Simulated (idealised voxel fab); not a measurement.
Documented hereafter: the process module known as voxel spacer lines.
For reference, the cross-section in this document is cut, with width 195 nm and square cells of 5 nm.
Cross-section spec: square-cell grid; bands listed top down; each band is one or more rows. Read a band's entry like this: the first values are the height of its top and the height of its bottom in nm, and what follows is the sequence of materials from left to right, each with its width in nm. Note that "blank" is empty space, and that a single material marked "everywhere" reaches across the band from edge to edge. All heights in this document are referenced to 0, defined as the level beneath which the wafer, as received, consists entirely of one material. The lowest band is not bounded below; it extends indefinitely downward and is written in the form "0 nm and below". Think of "30->40" as a width that walks from the first number to the second as you go down the band, top row to bottom row, taking equal-sized steps from row to row. The designation "nothing changed", where it is given for a processing step, indicates that no cell of the cross-section was altered in the course of that step. Entry "Sealed void list" = empty spaces >= 8 cells with no open way to the top; each as width x height at distance, distance from left edge, all nm. That trailing text on a step's line, after the settings, is the simulator's own remark on the step. If you see "overlay nm" on a step's line and that step has a mask, it's telling you how far right of where it was planned the mask ended up; a negative number means it went left instead.

# Process steps (planned)
1 RECEIVE [material Si]
2 CONFORMAL_DEP [material SiO2] [thk nm 10]
3 DIRECTIONAL_DEP [material TiN] [thk nm 15]
4 DIRECTIONAL_DEP [material aC] [thk nm 30]
5 PATTERN [tone cover] [mask id MANDREL] [material resist] [width nm 20] [pitch nm 70] [thk nm 35] [overlay nm 0]
6 DIRECTIONAL_ETCH [etch materials aC] [depth nm 30]
7 STRIP [etch materials resist]
8 CONFORMAL_DEP [material SiN] [thk nm 15]
9 DIRECTIONAL_ETCH [etch materials SiN] [depth nm 15]
10 STRIP [etch materials aC]
11 DIRECTIONAL_ETCH [etch materials TiN] [depth nm 15]
12 STRIP [etch materials SiN]

# Here's what the wafer looked like in cross-section when it arrived - that's after step 1
	0 nm and below | Si everywhere
	Sealed void list: none

# Result of the module, cross-sectioned: start per above, plan per above, one error in how it was run
	55 nm to 25 nm | TiN 15 nm, then aC 20 nm, then TiN 15 nm, then blank 20 nm, then TiN 15 nm, then aC 20 nm, then TiN 15 nm, then blank 20 nm, then TiN 15 nm, then aC 20 nm, then TiN 15 nm, then blank 5 nm
	25 nm to 10 nm | TiN everywhere
	10 nm to 0 nm | SiO2 everywhere
	0 nm and below | Si everywhere
	Sealed void list: none
Misprocessing identified: step 8: run off-plan, actual operation and settings CONFORMAL_DEP [material TiN] [thk nm 15]
